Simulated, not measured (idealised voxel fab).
Process module, titled voxel transistor to metal
Cross-sectional view cut (width: 280 nm; square cell size: 5 nm).
Cross-section layout: square cells on a grid; listed as bands, top to bottom; a band spans one or more cell rows. The entry gives the band's vertical extent as a top height and a bottom height in nm, then its horizontal make-up as materials from left to right, each with a width in nm. "air" stands for empty space; a single material marked "everywhere" fills the band edge to edge. Height datum 0, below which the as-received substrate wafer is one material. Lowest band open at the bottom, running downward: "0 down". Width: "30..40" (first number = top row, second number = bottom row, same change from row to row of cells). Take "no alteration" at face value: in the step it is given for, the cross-section changed in none of its cells. Any empty space of 8 cells or more lacking an open way to the top shows up in "Closed void list" as width x height at distance, distance from the left edge, in nm. If you see something after the settings on a step's line, that's the simulator's own remark about that step. For masked steps, "overlay nm" on the step line gives how far right of plan the mask actually lay; a minus sign means it lay to the left.
## Process steps foreseen in the plan
1,op RECEIVE | material Si
2,op CONFORMAL_DEP | material SiO2 | thk nm 5
3,op CONFORMAL_DEP | material SiN | thk nm 15
4,op DIRECTIONAL_DEP | material aC | thk nm 10
5,op PATTERN | tone cover | mask id ACTIVE | material resist | width nm 105 | pitch nm 125 | thk nm 25 | overlay nm 0
6,op DIRECTIONAL_ETCH | etch materials aC | depth nm 10
7,op STRIP | etch materials resist
8,op DIRECTIONAL_ETCH | etch materials SiN | depth nm 15
9,op DIRECTIONAL_ETCH | etch materials SiO2 | depth nm 5
10,op DIRECTIONAL_ETCH | etch materials Si | depth nm 30
11,op STRIP | etch materials aC
12,op FILL_DEP | material SiO2 | thk nm 5
13,op CMP | height nm 20
14,op SELECTIVE_ETCH | etch materials SiO2 | depth nm 15
15,op STRIP | etch materials SiN
16,op SELECTIVE_ETCH | etch materials SiO2 | depth nm 5
17,op OXIDIZE | depth nm 5
18,op DIRECTIONAL_DEP | material polySi | thk nm 30
19,op DIRECTIONAL_DEP | material SiCN | thk nm 15
20,op PATTERN | tone cover | mask id GATE | material resist | width nm 25 | pitch nm 125 | thk nm 15 | overlay nm 0
21,op DIRECTIONAL_ETCH | etch materials SiCN | depth nm 25
22,op DIRECTIONAL_ETCH | etch materials polySi | depth nm 40
23,op STRIP | etch materials resist
24,op CONFORMAL_DEP | material SiO2 | thk nm 5
25,op DIRECTIONAL_ETCH | etch materials SiO2 | depth nm 5
26,op CONFORMAL_DEP | material SiN | thk nm 10
27,op DIRECTIONAL_ETCH | etch materials SiN | depth nm 10
28,op DIRECTIONAL_ETCH | etch materials SiO2 | depth nm 5
29,op DIRECTIONAL_ETCH | etch materials Si | depth nm 15
30,op EPI | material SiGe | thk nm 20
31,op FILL_DEP | material SiO2 | thk nm 10
32,op CMP | height nm 45
33,op DIRECTIONAL_DEP | material SiO2 | thk nm 10
34,op DIRECTIONAL_DEP | material aC | thk nm 10
35,op PATTERN | tone open | mask id CONTACT | material resist | width nm 30 | thk nm 25 | overlay nm 0
36,op DIRECTIONAL_ETCH | etch materials aC | depth nm 10
37,op STRIP | etch materials resist
38,op DIRECTIONAL_ETCH | etch materials SiO2 | depth nm 40
39,op STRIP | etch materials aC
40,op CONFORMAL_DEP | material TiN | thk nm 5
41,op FILL_DEP | material W | thk nm 10
42,op CMP | height nm 55
43,op DIRECTIONAL_DEP | material TiN | thk nm 5
44,op DIRECTIONAL_DEP | material Ru | thk nm 20
45,op DIRECTIONAL_DEP | material aC | thk nm 10
46,op PATTERN | tone cover | mask id METAL_1 | material resist | width nm 20 | thk nm 25 | overlay nm 0
47,op DIRECTIONAL_ETCH | etch materials aC | depth nm 10
48,op STRIP | etch materials resist
49,op DIRECTIONAL_ETCH | etch materials Ru | depth nm 20
50,op DIRECTIONAL_ETCH | etch materials TiN | depth nm 5
51,op STRIP | etch materials aC
52,op FILL_DEP | material SiO2 | thk nm 5
53,op CMP | height nm 80
54,op CONFORMAL_DEP | material SiN | thk nm 5
## So this is the incoming wafer in cross-section - it's already been through step 1
* 0 down  Si everywhere
* Closed void list: none
## Starting wafer: above. Plan: above. Run: one mistake. Cross-section after the module: below
* 85 to 80  SiN everywhere
* 80 to 60  SiO2 (30) | Ru (20) | SiO2 (55) | Ru (20) | SiO2 (30) | Ru (20) | SiO2 (55) | Ru (20) | SiO2 (30)
* 60 to 55  SiO2 (30) | TiN (20) | SiO2 (55) | TiN (20) | SiO2 (30) | TiN (20) | SiO2 (55) | TiN (20) | SiO2 (30)
* 55 to 45  SiO2 (30) | TiN (5) | W (20..10) | TiN (5..15) | SiO2 (35) | TiN (5..15) | W (20..10) | TiN (5) | SiO2 (30) | TiN (5) | W (20..10) | TiN (5..15) | SiO2 (35) | TiN (5..15) | W (20..10) | TiN (5) | SiO2 (30)
* 45 to 30  SiO2 (30) | TiN (5) | W (10) | TiN (5) | SiN (10) | SiO2 (5) | SiCN (25) | SiO2 (5) | SiN (10) | TiN (5) | W (10) | TiN (5) | SiO2 (30) | TiN (5) | W (10) | TiN (5) | SiN (10) | SiO2 (5) | SiCN (25) | SiO2 (5) | SiN (10) | TiN (5) | W (10) | TiN (5) | SiO2 (30)
* 30 to 20  SiO2 (30) | TiN (5) | W (10) | TiN (5) | SiN (10) | SiO2 (5) | polySi (25) | SiO2 (5) | SiN (10) | TiN (5) | W (10) | TiN (5) | SiO2 (30) | TiN (5) | W (10) | TiN (5) | SiN (10) | SiO2 (5) | polySi (25) | SiO2 (5) | SiN (10) | TiN (5) | W (10) | TiN (5) | SiO2 (30)
* 20 to 15  SiO2 (30) | TiN (20) | SiN (10) | SiO2 (5) | polySi (25) | SiO2 (5) | SiN (10) | TiN (20) | SiO2 (30) | TiN (20) | SiN (10) | SiO2 (5) | polySi (25) | SiO2 (5) | SiN (10) | TiN (20) | SiO2 (30)
* 15 to 0  SiO2 (50) | SiN (10) | SiO2 (5) | polySi (25) | SiO2 (5) | SiN (10) | SiO2 (70) | SiN (10) | SiO2 (5) | polySi (25) | SiO2 (5) | SiN (10) | SiO2 (50)
* 0 to -5  SiGe (30) | SiO2 (95) | SiGe (30) | SiO2 (95) | SiGe (30)
* -5 to -20  SiGe (25) | SiO2 (105) | SiGe (20) | SiO2 (105) | SiGe (25)
* -20 to -30  Si (25) | SiO2 (105) | Si (20) | SiO2 (105) | Si (25)
* -30 down  Si everywhere
* Closed void list: none
Run error: step 5 off recipe, ran as op PATTERN | tone open | mask id ACTIVE | material resist | width nm 105 | pitch nm 125 | thk nm 25 | overlay nm 0
